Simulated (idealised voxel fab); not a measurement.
The process module presented herein is designated voxel gate over fins.
Square cell edge 5 nm, section width 175 nm, ID cut.
A cross-section is written here as square cells arranged in a grid, and it is given in bands from the top down, each band taking up one or more rows of cells.
This entry defines a band. It first specifies the height of the band's top and the height of its bottom in nm, and then specifies the band's materials from left to right, stating each material with its width in nm. The word "throughout" identifies a single material that fills the band from edge to edge, while the word "blank" identifies empty space.
Height is counted from the level 0, under which the received wafer is composed throughout of one material. The lowest of the bands is not closed at the bottom but continues downward, in the notation "0..down".
A two-number width, for instance "30->40", indicates that the width is equal to the first number in the top row of the band and to the second number in the bottom row, and that it changes by a constant amount per row of cells.
Step marked "nothing altered"? Then no cell in the cross-section changed in it.
The entry titled "Enclosed void listing" provides the empty spaces that have no open way to the top, restricted to those of 8 cells or more. Each is presented as width x height at distance, the distance being measured from the left edge, with all three in nm.
What comes after the settings on a step's line is commentary from the simulator itself on that step.
overlay nm: how far to the right of its planned place the mask lay on this masked step (negative: to the left).
Reading key. Pairs: pre-step and post-step cross-section, one process step apart; post-step view only to lowest changed band. Step between + settings: beneath pair. Runs: pairs may be from different runs of this module, same starting wafer. Continuation from pair above: only where "Before step" entry says.

-- Before step
0..down  Si throughout
Enclosed void listing: none

-- Result of Step
10..0  SiN throughout
below 0: unchanged
Enclosed void listing: none
Name the step between the before and after sections above: CONFORMAL_DEP [material SiN] [thk nm 10]

Before step: as shown after the step in the preceding pair, directly above.

-- Result of Step
25..10  25 nm blank | 15 nm resist | 20 nm blank | 15 nm resist | 20 nm blank | 15 nm resist | 20 nm blank | 15 nm resist | 30 nm blank
below 10: unchanged
Enclosed void listing: none
Name the step between the before and after sections above: PATTERN [tone cover] [mask id FINS] [material resist] [width nm 15] [pitch nm 35] [thk nm 15] [overlay nm 0]

Before step: as shown after the step in the preceding pair, directly above.

-- Result of Step
25..10  25 nm blank | 15 nm resist | 20 nm blank | 15 nm resist | 20 nm blank | 15 nm resist | 20 nm blank | 15 nm resist | 30 nm blank
10..0  25 nm blank | 15 nm SiN | 20 nm blank | 15 nm SiN | 20 nm blank | 15 nm SiN | 20 nm blank | 15 nm SiN | 30 nm blank
below 0: unchanged
Enclosed void listing: none
Name the step between the before and after sections above: DIRECTIONAL_ETCH [etch materials SiN] [depth nm 10]

Before step: as shown after the step in the preceding pair, directly above.

-- Result of Step
25..10  25 nm blank | 15 nm resist | 20 nm blank | 15 nm resist | 20 nm blank | 15 nm resist | 20 nm blank | 15 nm resist | 30 nm blank
10..0  25 nm blank | 15 nm SiN | 20 nm blank | 15 nm SiN | 20 nm blank | 15 nm SiN | 20 nm blank | 15 nm SiN | 30 nm blank
0..-30  25 nm blank | 15 nm Si | 20 nm blank | 15 nm Si | 20 nm blank | 15 nm Si | 20 nm blank | 15 nm Si | 30 nm blank
below -30: unchanged
Enclosed void listing: none
Name the step between the before and after sections above: DIRECTIONAL_ETCH [etch materials Si] [depth nm 30]

Before step: as shown after the step in the preceding pair, directly above.

-- Result of Step
10..0  25 nm blank | 15 nm SiN | 20 nm blank | 15 nm SiN | 20 nm blank | 15 nm SiN | 20 nm blank | 15 nm SiN | 30 nm blank
below 0: unchanged
Enclosed void listing: none
Name the step between the before and after sections above: STRIP [etch materials resist]

Before step: as shown after the step in the preceding pair, directly above.

-- Result of Step
10..0  25 nm blank | 15 nm SiN | 20 nm blank | 15 nm SiN | 20 nm blank | 15 nm SiN | 20 nm blank | 15 nm SiN | 30 nm blank
0..-30  25 nm blank | 5 nm SiO2 | 5 nm Si | 5 nm SiO2 | 20 nm blank | 5 nm SiO2 | 5 nm Si | 5 nm SiO2 | 20 nm blank | 5 nm SiO2 | 5 nm Si | 5 nm SiO2 | 20 nm blank | 5 nm SiO2 | 5 nm Si | 5 nm SiO2 | 30 nm blank
-30..-35  30 nm SiO2 | 5 nm Si | 30 nm SiO2 | 5 nm Si | 30 nm SiO2 | 5 nm Si | 30 nm SiO2 | 5 nm Si | 35 nm SiO2
below -35: unchanged
Enclosed void listing: none
Name the step between the before and after sections above: OXIDIZE [depth nm 5]

Before step: as shown after the step in the preceding pair, directly above.

-- Result of Step
20..10  SiO2 throughout
10..0  25 nm SiO2 | 15 nm SiN | 20 nm SiO2 | 15 nm SiN | 20 nm SiO2 | 15 nm SiN | 20 nm SiO2 | 15 nm SiN | 30 nm SiO2
0..-35  30 nm SiO2 | 5 nm Si | 30 nm SiO2 | 5 nm Si | 30 nm SiO2 | 5 nm Si | 30 nm SiO2 | 5 nm Si | 35 nm SiO2
below -35: unchanged
Enclosed void listing: none
Name the step between the before and after sections above: FILL_DEP [material SiO2] [thk nm 10]

Before step: as shown after the step in the preceding pair, directly above.

-- Result of Step
10..0  25 nm SiO2 | 15 nm SiN | 20 nm SiO2 | 15 nm SiN | 20 nm SiO2 | 15 nm SiN | 20 nm SiO2 | 15 nm SiN | 30 nm SiO2
below 0: unchanged
Enclosed void listing: none
Name the step between the before and after sections above: CMP [height nm 10]

Before step: as shown after the step in the preceding pair, directly above.

-- Result of Step
10..0  25 nm blank | 15 nm SiN | 20 nm blank | 15 nm SiN | 20 nm blank | 15 nm SiN | 20 nm blank | 15 nm SiN | 30 nm blank
0..-10  30 nm blank | 5 nm Si | 30 nm blank | 5 nm Si | 30 nm blank | 5 nm Si | 30 nm blank | 5 nm Si | 35 nm blank
below -10: unchanged
Enclosed void listing: none
Name the step between the before and after sections above: SELECTIVE_ETCH [etch materials SiO2] [depth nm 20]

Before step: as shown after the step in the preceding pair, directly above.

-- Result of Step
0..-10  30 nm blank | 5 nm Si | 30 nm blank | 5 nm Si | 30 nm blank | 5 nm Si | 30 nm blank | 5 nm Si | 35 nm blank
below -10: unchanged
Enclosed void listing: none
Name the step between the before and after sections above: STRIP [etch materials SiN]

Before step: as shown after the step in the preceding pair, directly above.

-- Result of Step
5..0  25 nm blank | 15 nm HfO2 | 20 nm blank | 15 nm HfO2 | 20 nm blank | 15 nm HfO2 | 20 nm blank | 15 nm HfO2 | 30 nm blank
0..-5  25 nm blank | 5 nm HfO2 | 5 nm Si | 5 nm HfO2 | 20 nm blank | 5 nm HfO2 | 5 nm Si | 5 nm HfO2 | 20 nm blank | 5 nm HfO2 | 5 nm Si | 5 nm HfO2 | 20 nm blank | 5 nm HfO2 | 5 nm Si | 5 nm HfO2 | 30 nm blank
-5..-10  30 nm HfO2 | 5 nm Si | 30 nm HfO2 | 5 nm Si | 30 nm HfO2 | 5 nm Si | 30 nm HfO2 | 5 nm Si | 35 nm HfO2
below -10: unchanged
Enclosed void listing: none
Name the step between the before and after sections above: CONFORMAL_DEP [material HfO2] [thk nm 5]

Before step: as shown after the step in the preceding pair, directly above.

-- Result of Step
10..5  20 nm blank | 25 nm TiN | 10 nm blank | 25 nm TiN | 10 nm blank | 25 nm TiN | 10 nm blank | 25 nm TiN | 25 nm blank
5..0  20 nm blank | 5 nm TiN | 15 nm HfO2 | 5 nm TiN | 10 nm blank | 5 nm TiN | 15 nm HfO2 | 5 nm TiN | 10 nm blank | 5 nm TiN | 15 nm HfO2 | 5 nm TiN | 10 nm blank | 5 nm TiN | 15 nm HfO2 | 5 nm TiN | 25 nm blank
0..-5  25 nm TiN | 5 nm HfO2 | 5 nm Si | 5 nm HfO2 | 20 nm TiN | 5 nm HfO2 | 5 nm Si | 5 nm HfO2 | 20 nm TiN | 5 nm HfO2 | 5 nm Si | 5 nm HfO2 | 20 nm TiN | 5 nm HfO2 | 5 nm Si | 5 nm HfO2 | 30 nm TiN
below -5: unchanged
Enclosed void listing: none
Name the step between the before and after sections above: CONFORMAL_DEP [material TiN] [thk nm 5]

Before step: as shown after the step in the preceding pair, directly above.

-- Result of Step
15..10  15 nm blank | 140 nm TiAl | 20 nm blank
10..5  15 nm blank | 5 nm TiAl | 25 nm TiN | 10 nm TiAl | 25 nm TiN | 10 nm TiAl | 25 nm TiN | 10 nm TiAl | 25 nm TiN | 5 nm TiAl | 20 nm blank
5..0  20 nm TiAl | 5 nm TiN | 15 nm HfO2 | 5 nm TiN | 10 nm TiAl | 5 nm TiN | 15 nm HfO2 | 5 nm TiN | 10 nm TiAl | 5 nm TiN | 15 nm HfO2 | 5 nm TiN | 10 nm TiAl | 5 nm TiN | 15 nm HfO2 | 5 nm TiN | 25 nm TiAl
below 0: unchanged
Enclosed void listing: none
Name the step between the before and after sections above: CONFORMAL_DEP [material TiAl] [thk nm 5]

Before step: as shown after the step in the preceding pair, directly above.

-- Result of Step
20..15  10 nm blank | 150 nm TiN | 15 nm blank
15..10  10 nm blank | 5 nm TiN | 140 nm TiAl | 5 nm TiN | 15 nm blank
10..5  15 nm TiN | 5 nm TiAl | 25 nm TiN | 10 nm TiAl | 25 nm TiN | 10 nm TiAl | 25 nm TiN | 10 nm TiAl | 25 nm TiN | 5 nm TiAl | 20 nm TiN
below 5: unchanged
Enclosed void listing: none
Name the step between the before and after sections above: CONFORMAL_DEP [material TiN] [thk nm 5]

Before step: as shown after the step in the preceding pair, directly above.

-- Result of Step
35..20  W throughout
20..15  10 nm W | 150 nm TiN | 15 nm W
15..10  10 nm W | 5 nm TiN | 140 nm TiAl | 5 nm TiN | 15 nm W
below 10: unchanged
Enclosed void listing: none
Name the step between the before and after sections above: FILL_DEP [material W] [thk nm 15]

Before step: as shown after the step in the preceding pair, directly above.

-- Result of Step
30..20  W throughout
below 20: unchanged
Enclosed void listing: none
Name the step between the before and after sections above: CMP [height nm 30]

Before step: as shown after the step in the preceding pair, directly above.

-- Result of Step
35..30  SiN throughout
below 30: unchanged
Enclosed void listing: none
Name the step between the before and after sections above: CONFORMAL_DEP [material SiN] [thk nm 5]

-- Before step
0..-10  30 nm blank | 5 nm Si | 30 nm blank | 5 nm Si | 30 nm blank | 5 nm Si | 30 nm blank | 5 nm Si | 35 nm blank
-10..-35  30 nm SiO2 | 5 nm Si | 30 nm SiO2 | 5 nm Si | 30 nm SiO2 | 5 nm Si | 30 nm SiO2 | 5 nm Si | 35 nm SiO2
-35..down  Si throughout
Enclosed void listing: none

-- Result of Step
5..0  25 nm blank | 15 nm TiN | 20 nm blank | 15 nm TiN | 20 nm blank | 15 nm TiN | 20 nm blank | 15 nm TiN | 30 nm blank
0..-5  25 nm blank | 5 nm TiN | 5 nm Si | 5 nm TiN | 20 nm blank | 5 nm TiN | 5 nm Si | 5 nm TiN | 20 nm blank | 5 nm TiN | 5 nm Si | 5 nm TiN | 20 nm blank | 5 nm TiN | 5 nm Si | 5 nm TiN | 30 nm blank
-5..-10  30 nm TiN | 5 nm Si | 30 nm TiN | 5 nm Si | 30 nm TiN | 5 nm Si | 30 nm TiN | 5 nm Si | 35 nm TiN
below -10: unchanged
Enclosed void listing: none
Name the step between the before and after sections above: CONFORMAL_DEP [material TiN] [thk nm 5]

Before step: as shown after the step in the preceding pair, directly above.

-- Result of Step
10..5  20 nm blank | 25 nm TiAl | 10 nm blank | 25 nm TiAl | 10 nm blank | 25 nm TiAl | 10 nm blank | 25 nm TiAl | 25 nm blank
5..0  20 nm blank | 5 nm TiAl | 15 nm TiN | 5 nm TiAl | 10 nm blank | 5 nm TiAl | 15 nm TiN | 5 nm TiAl | 10 nm blank | 5 nm TiAl | 15 nm TiN | 5 nm TiAl | 10 nm blank | 5 nm TiAl | 15 nm TiN | 5 nm TiAl | 25 nm blank
0..-5  25 nm TiAl | 5 nm TiN | 5 nm Si | 5 nm TiN | 20 nm TiAl | 5 nm TiN | 5 nm Si | 5 nm TiN | 20 nm TiAl | 5 nm TiN | 5 nm Si | 5 nm TiN | 20 nm TiAl | 5 nm TiN | 5 nm Si | 5 nm TiN | 30 nm TiAl
below -5: unchanged
Enclosed void listing: none
Name the step between the before and after sections above: CONFORMAL_DEP [material TiAl] [thk nm 5]

Before step: as shown after the step in the preceding pair, directly above.

-- Result of Step
15..10  15 nm blank | 140 nm TiN | 20 nm blank
10..5  15 nm blank | 5 nm TiN | 25 nm TiAl | 10 nm TiN | 25 nm TiAl | 10 nm TiN | 25 nm TiAl | 10 nm TiN | 25 nm TiAl | 5 nm TiN | 20 nm blank
5..0  20 nm TiN | 5 nm TiAl | 15 nm TiN | 5 nm TiAl | 10 nm TiN | 5 nm TiAl | 15 nm TiN | 5 nm TiAl | 10 nm TiN | 5 nm TiAl | 15 nm TiN | 5 nm TiAl | 10 nm TiN | 5 nm TiAl | 15 nm TiN | 5 nm TiAl | 25 nm TiN
below 0: unchanged
Enclosed void listing: none
Name the step between the before and after sections above: CONFORMAL_DEP [material TiN] [thk nm 5]

Before step: as shown after the step in the preceding pair, directly above.

-- Result of Step
30..15  W throughout
15..10  15 nm W | 140 nm TiN | 20 nm W
10..5  15 nm W | 5 nm TiN | 25 nm TiAl | 10 nm TiN | 25 nm TiAl | 10 nm TiN | 25 nm TiAl | 10 nm TiN | 25 nm TiAl | 5 nm TiN | 20 nm W
below 5: unchanged
Enclosed void listing: none
Name the step between the before and after sections above: FILL_DEP [material W] [thk nm 15]

Before step: as shown after the step in the preceding pair, directly above.

-- Result of Step
35..30  SiN throughout
below 30: unchanged
Enclosed void listing: none
Name the step between the before and after sections above: CONFORMAL_DEP [material SiN] [thk nm 5]

-- Before step
25..10  25 nm blank | 15 nm resist | 20 nm blank | 15 nm resist | 20 nm blank | 15 nm resist | 20 nm blank | 15 nm resist | 30 nm blank
10..0  25 nm blank | 15 nm SiN | 20 nm blank | 15 nm SiN | 20 nm blank | 15 nm SiN | 20 nm blank | 15 nm SiN | 30 nm blank
0..-30  25 nm blank | 15 nm Si | 20 nm blank | 15 nm Si | 20 nm blank | 15 nm Si | 20 nm blank | 15 nm Si | 30 nm blank
-30..down  Si throughout
Enclosed void listing: none

-- Result of Step
25..10  25 nm blank | 15 nm resist | 20 nm blank | 15 nm resist | 20 nm blank | 15 nm resist | 20 nm blank | 15 nm resist | 30 nm blank
10..0  25 nm blank | 15 nm SiN | 20 nm blank | 15 nm SiN | 20 nm blank | 15 nm SiN | 20 nm blank | 15 nm SiN | 30 nm blank
0..-60  25 nm blank | 15 nm Si | 20 nm blank | 15 nm Si | 20 nm blank | 15 nm Si | 20 nm blank | 15 nm Si | 30 nm blank
below -60: unchanged
Enclosed void listing: none
Name the step between the before and after sections above: DIRECTIONAL_ETCH [etch materials Si] [depth nm 30]

Before step: as shown after the step in the preceding pair, directly above.

-- Result of Step
10..0  25 nm blank | 15 nm SiN | 20 nm blank | 15 nm SiN | 20 nm blank | 15 nm SiN | 20 nm blank | 15 nm SiN | 30 nm blank
below 0: unchanged
Enclosed void listing: none
Name the step between the before and after sections above: STRIP [etch materials resist]

Before step: as shown after the step in the preceding pair, directly above.

-- Result of Step
10..0  25 nm blank | 15 nm SiN | 20 nm blank | 15 nm SiN | 20 nm blank | 15 nm SiN | 20 nm blank | 15 nm SiN | 30 nm blank
0..-60  25 nm blank | 5 nm SiO2 | 5 nm Si | 5 nm SiO2 | 20 nm blank | 5 nm SiO2 | 5 nm Si | 5 nm SiO2 | 20 nm blank | 5 nm SiO2 | 5 nm Si | 5 nm SiO2 | 20 nm blank | 5 nm SiO2 | 5 nm Si | 5 nm SiO2 | 30 nm blank
-60..-65  30 nm SiO2 | 5 nm Si | 30 nm SiO2 | 5 nm Si | 30 nm SiO2 | 5 nm Si | 30 nm SiO2 | 5 nm Si | 35 nm SiO2
below -65: unchanged
Enclosed void listing: none
Name the step between the before and after sections above: OXIDIZE [depth nm 5]

Before step: as shown after the step in the preceding pair, directly above.

-- Result of Step
20..10  SiO2 throughout
10..0  25 nm SiO2 | 15 nm SiN | 20 nm SiO2 | 15 nm SiN | 20 nm SiO2 | 15 nm SiN | 20 nm SiO2 | 15 nm SiN | 30 nm SiO2
0..-65  30 nm SiO2 | 5 nm Si | 30 nm SiO2 | 5 nm Si | 30 nm SiO2 | 5 nm Si | 30 nm SiO2 | 5 nm Si | 35 nm SiO2
below -65: unchanged
Enclosed void listing: none
Name the step between the before and after sections above: FILL_DEP [material SiO2] [thk nm 10]

Before step: as shown after the step in the preceding pair, directly above.

-- Result of Step
10..0  25 nm SiO2 | 15 nm SiN | 20 nm SiO2 | 15 nm SiN | 20 nm SiO2 | 15 nm SiN | 20 nm SiO2 | 15 nm SiN | 30 nm SiO2
below 0: unchanged
Enclosed void listing: none
Name the step between the before and after sections above: CMP [height nm 10]

Before step: as shown after the step in the preceding pair, directly above.

-- Result of Step
10..0  25 nm blank | 15 nm SiN | 20 nm blank | 15 nm SiN | 20 nm blank | 15 nm SiN | 20 nm blank | 15 nm SiN | 30 nm blank
0..-10  30 nm blank | 5 nm Si | 30 nm blank | 5 nm Si | 30 nm blank | 5 nm Si | 30 nm blank | 5 nm Si | 35 nm blank
below -10: unchanged
Enclosed void listing: none
Name the step between the before and after sections above: SELECTIVE_ETCH [etch materials SiO2] [depth nm 20]

Before step: as shown after the step in the preceding pair, directly above.

-- Result of Step
0..-10  30 nm blank | 5 nm Si | 30 nm blank | 5 nm Si | 30 nm blank | 5 nm Si | 30 nm blank | 5 nm Si | 35 nm blank
below -10: unchanged
Enclosed void listing: none
Name the step between the before and after sections above: STRIP [etch materials SiN]

Before step: as shown after the step in the preceding pair, directly above.

-- Result of Step
5..0  25 nm blank | 15 nm HfO2 | 20 nm blank | 15 nm HfO2 | 20 nm blank | 15 nm HfO2 | 20 nm blank | 15 nm HfO2 | 30 nm blank
0..-5  25 nm blank | 5 nm HfO2 | 5 nm Si | 5 nm HfO2 | 20 nm blank | 5 nm HfO2 | 5 nm Si | 5 nm HfO2 | 20 nm blank | 5 nm HfO2 | 5 nm Si | 5 nm HfO2 | 20 nm blank | 5 nm HfO2 | 5 nm Si | 5 nm HfO2 | 30 nm blank
-5..-10  30 nm HfO2 | 5 nm Si | 30 nm HfO2 | 5 nm Si | 30 nm HfO2 | 5 nm Si | 30 nm HfO2 | 5 nm Si | 35 nm HfO2
below -10: unchanged
Enclosed void listing: none
Name the step between the before and after sections above: CONFORMAL_DEP [material HfO2] [thk nm 5]

Before step: as shown after the step in the preceding pair, directly above.

-- Result of Step
10..5  20 nm blank | 25 nm TiN | 10 nm blank | 25 nm TiN | 10 nm blank | 25 nm TiN | 10 nm blank | 25 nm TiN | 25 nm blank
5..0  20 nm blank | 5 nm TiN | 15 nm HfO2 | 5 nm TiN | 10 nm blank | 5 nm TiN | 15 nm HfO2 | 5 nm TiN | 10 nm blank | 5 nm TiN | 15 nm HfO2 | 5 nm TiN | 10 nm blank | 5 nm TiN | 15 nm HfO2 | 5 nm TiN | 25 nm blank
0..-5  25 nm TiN | 5 nm HfO2 | 5 nm Si | 5 nm HfO2 | 20 nm TiN | 5 nm HfO2 | 5 nm Si | 5 nm HfO2 | 20 nm TiN | 5 nm HfO2 | 5 nm Si | 5 nm HfO2 | 20 nm TiN | 5 nm HfO2 | 5 nm Si | 5 nm HfO2 | 30 nm TiN
below -5: unchanged
Enclosed void listing: none
Name the step between the before and after sections above: CONFORMAL_DEP [material TiN] [thk nm 5]

Before step: as shown after the step in the preceding pair, directly above.

-- Result of Step
15..10  15 nm blank | 140 nm TiAl | 20 nm blank
10..5  15 nm blank | 5 nm TiAl | 25 nm TiN | 10 nm TiAl | 25 nm TiN | 10 nm TiAl | 25 nm TiN | 10 nm TiAl | 25 nm TiN | 5 nm TiAl | 20 nm blank
5..0  20 nm TiAl | 5 nm TiN | 15 nm HfO2 | 5 nm TiN | 10 nm TiAl | 5 nm TiN | 15 nm HfO2 | 5 nm TiN | 10 nm TiAl | 5 nm TiN | 15 nm HfO2 | 5 nm TiN | 10 nm TiAl | 5 nm TiN | 15 nm HfO2 | 5 nm TiN | 25 nm TiAl
below 0: unchanged
Enclosed void listing: none
Name the step between the before and after sections above: CONFORMAL_DEP [material TiAl] [thk nm 5]

Before step: as shown after the step in the preceding pair, directly above.

-- Result of Step
20..15  10 nm blank | 150 nm TiN | 15 nm blank
15..10  10 nm blank | 5 nm TiN | 140 nm TiAl | 5 nm TiN | 15 nm blank
10..5  15 nm TiN | 5 nm TiAl | 25 nm TiN | 10 nm TiAl | 25 nm TiN | 10 nm TiAl | 25 nm TiN | 10 nm TiAl | 25 nm TiN | 5 nm TiAl | 20 nm TiN
below 5: unchanged
Enclosed void listing: none
Name the step between the before and after sections above: CONFORMAL_DEP [material TiN] [thk nm 5]

Before step: as shown after the step in the preceding pair, directly above.

-- Result of Step
35..20  W throughout
20..15  10 nm W | 150 nm TiN | 15 nm W
15..10  10 nm W | 5 nm TiN | 140 nm TiAl | 5 nm TiN | 15 nm W
below 10: unchanged
Enclosed void listing: none
Name the step between the before and after sections above: FILL_DEP [material W] [thk nm 15]

Before step: as shown after the step in the preceding pair, directly above.

-- Result of Step
30..20  W throughout
below 20: unchanged
Enclosed void listing: none
Name the step between the before and after sections above: CMP [height nm 30]

Before step: as shown after the step in the preceding pair, directly above.

-- Result of Step
35..30  SiN throughout
below 30: unchanged
Enclosed void listing: none
Name the step between the before and after sections above: CONFORMAL_DEP [material SiN] [thk nm 5]

-- Before step
5..0  25 nm blank | 15 nm TiN | 20 nm blank | 15 nm TiN | 20 nm blank | 15 nm TiN | 20 nm blank | 15 nm TiN | 30 nm blank
0..-5  25 nm blank | 5 nm TiN | 5 nm Si | 5 nm TiN | 20 nm blank | 5 nm TiN | 5 nm Si | 5 nm TiN | 20 nm blank | 5 nm TiN | 5 nm Si | 5 nm TiN | 20 nm blank | 5 nm TiN | 5 nm Si | 5 nm TiN | 30 nm blank
-5..-10  30 nm TiN | 5 nm Si | 30 nm TiN | 5 nm Si | 30 nm TiN | 5 nm Si | 30 nm TiN | 5 nm Si | 35 nm TiN
-10..-35  30 nm SiO2 | 5 nm Si | 30 nm SiO2 | 5 nm Si | 30 nm SiO2 | 5 nm Si | 30 nm SiO2 | 5 nm Si | 35 nm SiO2
-35..down  Si throughout
Enclosed void listing: none

-- Result of Step
10..5  20 nm blank | 25 nm HfO2 | 10 nm blank | 25 nm HfO2 | 10 nm blank | 25 nm HfO2 | 10 nm blank | 25 nm HfO2 | 25 nm blank
5..0  20 nm blank | 5 nm HfO2 | 15 nm TiN | 5 nm HfO2 | 10 nm blank | 5 nm HfO2 | 15 nm TiN | 5 nm HfO2 | 10 nm blank | 5 nm HfO2 | 15 nm TiN | 5 nm HfO2 | 10 nm blank | 5 nm HfO2 | 15 nm TiN | 5 nm HfO2 | 25 nm blank
0..-5  25 nm HfO2 | 5 nm TiN | 5 nm Si | 5 nm TiN | 20 nm HfO2 | 5 nm TiN | 5 nm Si | 5 nm TiN | 20 nm HfO2 | 5 nm TiN | 5 nm Si | 5 nm TiN | 20 nm HfO2 | 5 nm TiN | 5 nm Si | 5 nm TiN | 30 nm HfO2
below -5: unchanged
Enclosed void listing: none
Name the step between the before and after sections above: CONFORMAL_DEP [material HfO2] [thk nm 5]

Before step: as shown after the step in the preceding pair, directly above.

-- Result of Step
15..10  15 nm blank | 140 nm TiAl | 20 nm blank
10..5  15 nm blank | 5 nm TiAl | 25 nm HfO2 | 10 nm TiAl | 25 nm HfO2 | 10 nm TiAl | 25 nm HfO2 | 10 nm TiAl | 25 nm HfO2 | 5 nm TiAl | 20 nm blank
5..0  20 nm TiAl | 5 nm HfO2 | 15 nm TiN | 5 nm HfO2 | 10 nm TiAl | 5 nm HfO2 | 15 nm TiN | 5 nm HfO2 | 10 nm TiAl | 5 nm HfO2 | 15 nm TiN | 5 nm HfO2 | 10 nm TiAl | 5 nm HfO2 | 15 nm TiN | 5 nm HfO2 | 25 nm TiAl
below 0: unchanged
Enclosed void listing: none
Name the step between the before and after sections above: CONFORMAL_DEP [material TiAl] [thk nm 5]

Before step: as shown after the step in the preceding pair, directly above.

-- Result of Step
20..15  10 nm blank | 150 nm TiN | 15 nm blank
15..10  10 nm blank | 5 nm TiN | 140 nm TiAl | 5 nm TiN | 15 nm blank
10..5  15 nm TiN | 5 nm TiAl | 25 nm HfO2 | 10 nm TiAl | 25 nm HfO2 | 10 nm TiAl | 25 nm HfO2 | 10 nm TiAl | 25 nm HfO2 | 5 nm TiAl | 20 nm TiN
below 5: unchanged
Enclosed void listing: none
Name the step between the before and after sections above: CONFORMAL_DEP [material TiN] [thk nm 5]

Before step: as shown after the step in the preceding pair, directly above.

-- Result of Step
35..20  W throughout
20..15  10 nm W | 150 nm TiN | 15 nm W
15..10  10 nm W | 5 nm TiN | 140 nm TiAl | 5 nm TiN | 15 nm W
below 10: unchanged
Enclosed void listing: none
Name the step between the before and after sections above: FILL_DEP [material W] [thk nm 15]

Before step: as shown after the step in the preceding pair, directly above.

-- Result of Step
30..20  W throughout
below 20: unchanged
Enclosed void listing: none
Name the step between the before and after sections above: CMP [height nm 30]

Before step: as shown after the step in the preceding pair, directly above.

-- Result of Step
35..30  SiN throughout
below 30: unchanged
Enclosed void listing: none
Name the step between the before and after sections above: CONFORMAL_DEP [material SiN] [thk nm 5]

-- Before step
0..-10  30 nm blank | 5 nm Si | 30 nm blank | 5 nm Si | 30 nm blank | 5 nm Si | 30 nm blank | 5 nm Si | 35 nm blank
-10..-35  30 nm SiO2 | 5 nm Si | 30 nm SiO2 | 5 nm Si | 30 nm SiO2 | 5 nm Si | 30 nm SiO2 | 5 nm Si | 35 nm SiO2
-35..down  Si throughout
Enclosed void listing: none

-- Result of Step
15..5  15 nm blank | 140 nm HfO2 | 20 nm blank
5..0  HfO2 throughout
0..-10  30 nm HfO2 | 5 nm Si | 30 nm HfO2 | 5 nm Si | 30 nm HfO2 | 5 nm Si | 30 nm HfO2 | 5 nm Si | 35 nm HfO2
below -10: unchanged
Enclosed void listing: none
Name the step between the before and after sections above: CONFORMAL_DEP [material HfO2] [thk nm 15]

Before step: as shown after the step in the preceding pair, directly above.

-- Result of Step
20..15  10 nm blank | 150 nm TiN | 15 nm blank
15..10  10 nm blank | 5 nm TiN | 140 nm HfO2 | 5 nm TiN | 15 nm blank
10..5  15 nm TiN | 140 nm HfO2 | 20 nm TiN
below 5: unchanged
Enclosed void listing: none
Name the step between the before and after sections above: CONFORMAL_DEP [material TiN] [thk nm 5]

Before step: as shown after the step in the preceding pair, directly above.

-- Result of Step
25..20  5 nm blank | 160 nm TiAl | 10 nm blank
20..15  5 nm blank | 5 nm TiAl | 150 nm TiN | 5 nm TiAl | 10 nm blank
15..10  10 nm TiAl | 5 nm TiN | 140 nm HfO2 | 5 nm TiN | 15 nm TiAl
below 10: unchanged
Enclosed void listing: none
Name the step between the before and after sections above: CONFORMAL_DEP [material TiAl] [thk nm 5]

Before step: as shown after the step in the preceding pair, directly above.

-- Result of Step
30..25  170 nm TiN | 5 nm blank
25..20  5 nm TiN | 160 nm TiAl | 5 nm TiN | 5 nm blank
20..15  5 nm TiN | 5 nm TiAl | 150 nm TiN | 5 nm TiAl | 10 nm TiN
below 15: unchanged
Enclosed void listing: none
Name the step between the before and after sections above: CONFORMAL_DEP [material TiN] [thk nm 5]

Before step: as shown after the step in the preceding pair, directly above.

-- Result of Step
45..30  W throughout
30..25  170 nm TiN | 5 nm W
25..20  5 nm TiN | 160 nm TiAl | 5 nm TiN | 5 nm W
below 20: unchanged
Enclosed void listing: none
Name the step between the before and after sections above: FILL_DEP [material W] [thk nm 15]

Before step: as shown after the step in the preceding pair, directly above.

-- Result of Step
30..25  170 nm TiN | 5 nm W
below 25: unchanged
Enclosed void listing: none
Name the step between the before and after sections above: CMP [height nm 30]

Before step: as shown after the step in the preceding pair, directly above.

-- Result of Step
35..30  SiN throughout
below 30: unchanged
Enclosed void listing: none
Name the step between the before and after sections above: CONFORMAL_DEP [material SiN] [thk nm 5]

-- Before step
10..0  SiN throughout
0..down  Si throughout
Enclosed void listing: none

-- Result of Step
25..10  25 nm blank | 20 nm resist | 15 nm blank | 20 nm resist | 15 nm blank | 20 nm resist | 15 nm blank | 20 nm resist | 25 nm blank
below 10: unchanged
Enclosed void listing: none
Name the step between the before and after sections above: PATTERN [tone cover] [mask id FINS] [material resist] [width nm 20] [pitch nm 35] [thk nm 15] [overlay nm 0]

Before step: as shown after the step in the preceding pair, directly above.

-- Result of Step
25..10  25 nm blank | 20 nm resist | 15 nm blank | 20 nm resist | 15 nm blank | 20 nm resist | 15 nm blank | 20 nm resist | 25 nm blank
10..0  25 nm blank | 20 nm SiN | 15 nm blank | 20 nm SiN | 15 nm blank | 20 nm SiN | 15 nm blank | 20 nm SiN | 25 nm blank
below 0: unchanged
Enclosed void listing: none
Name the step between the before and after sections above: DIRECTIONAL_ETCH [etch materials SiN] [depth nm 10]

Before step: as shown after the step in the preceding pair, directly above.

-- Result of Step
25..10  25 nm blank | 20 nm resist | 15 nm blank | 20 nm resist | 15 nm blank | 20 nm resist | 15 nm blank | 20 nm resist | 25 nm blank
10..0  25 nm blank | 20 nm SiN | 15 nm blank | 20 nm SiN | 15 nm blank | 20 nm SiN | 15 nm blank | 20 nm SiN | 25 nm blank
0..-30  25 nm blank | 20 nm Si | 15 nm blank | 20 nm Si | 15 nm blank | 20 nm Si | 15 nm blank | 20 nm Si | 25 nm blank
below -30: unchanged
Enclosed void listing: none
Name the step between the before and after sections above: DIRECTIONAL_ETCH [etch materials Si] [depth nm 30]

Before step: as shown after the step in the preceding pair, directly above.

-- Result of Step
10..0  25 nm blank | 20 nm SiN | 15 nm blank | 20 nm SiN | 15 nm blank | 20 nm SiN | 15 nm blank | 20 nm SiN | 25 nm blank
below 0: unchanged
Enclosed void listing: none
Name the step between the before and after sections above: STRIP [etch materials resist]

Before step: as shown after the step in the preceding pair, directly above.

-- Result of Step
10..0  25 nm blank | 20 nm SiN | 15 nm blank | 20 nm SiN | 15 nm blank | 20 nm SiN | 15 nm blank | 20 nm SiN | 25 nm blank
0..-30  25 nm blank | 5 nm SiO2 | 10 nm Si | 5 nm SiO2 | 15 nm blank | 5 nm SiO2 | 10 nm Si | 5 nm SiO2 | 15 nm blank | 5 nm SiO2 | 10 nm Si | 5 nm SiO2 | 15 nm blank | 5 nm SiO2 | 10 nm Si | 5 nm SiO2 | 25 nm blank
-30..-35  30 nm SiO2 | 10 nm Si | 25 nm SiO2 | 10 nm Si | 25 nm SiO2 | 10 nm Si | 25 nm SiO2 | 10 nm Si | 30 nm SiO2
below -35: unchanged
Enclosed void listing: none
Name the step between the before and after sections above: OXIDIZE [depth nm 5]
